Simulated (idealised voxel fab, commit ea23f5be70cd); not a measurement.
You're looking at the process module voxel wiring stack.
For reference, the cross-section in this document is cut, with width 145 nm and square cells of 5 nm.
Just so we're on the same page, the cross-sections are grids of square cells, and they're listed out in bands top to bottom, each band one or more rows deep. First you get the band's top height and its bottom height, in nm, and then the materials it's made of, left to right, with each width in nm. If you see a single material with "all across", that one covers the band edge to edge. "air" is empty space. For the purposes of this specification, 0 denotes the height below which the wafer in its as-received condition is composed wholly of one material, and the lowermost band, lacking a lower limit, extends downward without end, as expressed in "0 nm and below". Top row gets the first number, bottom row gets the second, and each row in between changes by the same step: that is how a band width like "30->40" works. Given "stayed the same" for a step, no cell of the cross-section differs between before and after that step. In "Closed void list" the enclosed voids are listed, meaning empty spaces of 8 cells or larger without any opening to the top. The form is width x height at distance, distance from the left edge, units nm. Past the settings on a step's line: simulator remark, on that step. overlay nm, on a step with a mask: how far to the right of its planned place the mask lay; to the left if negative.

PLANNED STEP LIST FOR THE PROCESS
1. RECEIVE with material Si
2. CONFORMAL_DEP with material SiO2, thk nm 10
3. DIRECTIONAL_DEP with material TiN, thk nm 5
4. DIRECTIONAL_DEP with material Ru, thk nm 20
5. PATTERN with tone cover, mask id METAL_1, material resist, width nm 30, pitch nm 55, thk nm 20, overlay nm 0
6. DIRECTIONAL_ETCH with etch materials Ru, depth nm 20
7. DIRECTIONAL_ETCH with etch materials TiN, depth nm 5
8. STRIP with etch materials resist
9. CONFORMAL_DEP with material SiCN, thk nm 5
10. FILL_DEP with material SiO2, thk nm 10
11. CMP with height nm 35
12. CONFORMAL_DEP with material SiCN, thk nm 5
13. DIRECTIONAL_DEP with material SiO2, thk nm 10
14. MASKED_ETCH with tone open, mask id PLUG_1, width nm 15, etch materials SiO2, depth nm 10, overlay nm 0
15. MASKED_ETCH with tone open, mask id PLUG_1, width nm 15, etch materials SiCN, depth nm 5, overlay nm 0
16. CONFORMAL_DEP with material TiN, thk nm 5
17. FILL_DEP with material W, thk nm 10
18. CMP with height nm 50
19. CONFORMAL_DEP with material SiCN, thk nm 5
20. DIRECTIONAL_DEP with material lowk, thk nm 20
21. DIRECTIONAL_DEP with material aC, thk nm 10
22. PATTERN with tone open, mask id METAL_2, material resist, width nm 30, pitch nm 55, thk nm 30, overlay nm 0
23. DIRECTIONAL_ETCH with etch materials aC, depth nm 10
24. STRIP with etch materials resist
25. DIRECTIONAL_ETCH with etch materials lowk, depth nm 20
26. DIRECTIONAL_ETCH with etch materials SiCN, depth nm 5
27. STRIP with etch materials aC
28. CONFORMAL_DEP with material TiN, thk nm 5
29. FILL_DEP with material Cu, thk nm 5
30. CMP with height nm 75
31. CONFORMAL_DEP with material SiCN, thk nm 5
32. DIRECTIONAL_DEP with material SiO2, thk nm 20
33. DIRECTIONAL_DEP with material aC, thk nm 10
34. PATTERN with tone open, mask id PLUG_2, material resist, width nm 15, pitch nm 55, thk nm 30, overlay nm 0
35. DIRECTIONAL_ETCH with etch materials aC, depth nm 10
36. STRIP with etch materials resist
37. DIRECTIONAL_ETCH with etch materials SiO2, depth nm 20
38. DIRECTIONAL_ETCH with etch materials SiCN, depth nm 5
39. STRIP with etch materials aC
40. CONFORMAL_DEP with material TiN, thk nm 5
41. FILL_DEP with material W, thk nm 10
42. CMP with height nm 100
43. DIRECTIONAL_DEP with material TiN, thk nm 5
44. DIRECTIONAL_DEP with material Ru, thk nm 25
45. MASKED_ETCH with tone cover, mask id METAL_3, width nm 30, pitch nm 55, etch materials Ru, depth nm 25, overlay nm 0
46. MASKED_ETCH with tone cover, mask id METAL_3, width nm 30, pitch nm 55, etch materials TiN, depth nm 5, overlay nm 0
47. FILL_DEP with material SiO2, thk nm 10
48. CMP with height nm 130
49. CONFORMAL_DEP with material SiN, thk nm 5

STEP 1 COMPLETE: CROSS-SECTION OF THE WAFER AS RECEIVED
0 nm and below  Si all across
Closed void list: none

FINAL WAFER PROFILE IN CROSS-SECTION AFTER THE MODULE, FROM THE SAME START AND PLAN AS ABOVE, WITH ONE MISTAKE MADE DURING PROCESSING
135 nm to 130 nm  SiN all across
130 nm to 105 nm  SiO2 30 nm  Ru 30 nm  SiO2 25 nm  Ru 30 nm  SiO2 30 nm
105 nm to 100 nm  SiO2 30 nm  TiN 30 nm  SiO2 25 nm  TiN 30 nm  SiO2 30 nm
100 nm to 80 nm  SiO2 30 nm  TiN 5 nm  W 5 nm  TiN 5 nm  SiO2 40 nm  TiN 5 nm  W 5 nm  TiN 5 nm  SiO2 45 nm
80 nm to 75 nm  SiCN 30 nm  TiN 15 nm  SiCN 40 nm  TiN 15 nm  SiCN 45 nm
75 nm to 55 nm  lowk 30 nm  TiN 5 nm  Cu 20 nm  TiN 5 nm  lowk 25 nm  TiN 5 nm  Cu 20 nm  TiN 5 nm  lowk 30 nm
55 nm to 50 nm  SiCN 30 nm  TiN 30 nm  SiCN 25 nm  TiN 30 nm  SiCN 30 nm
50 nm to 45 nm  W all across
45 nm to 40 nm  TiN 35 nm  W 5 nm  TiN 105 nm
40 nm to 35 nm  SiCN 30 nm  TiN 15 nm  SiCN 100 nm
35 nm to 15 nm  SiO2 25 nm  SiCN 5 nm  Ru 30 nm  SiCN 5 nm  SiO2 15 nm  SiCN 5 nm  Ru 30 nm  SiCN 5 nm  SiO2 25 nm
15 nm to 10 nm  SiCN 30 nm  TiN 30 nm  SiCN 25 nm  TiN 30 nm  SiCN 30 nm
10 nm to 0 nm  SiO2 all across
0 nm and below  Si all across
Closed void list: none
Error vs. plan: the run left out plan step 13 entirely, so it was never executed
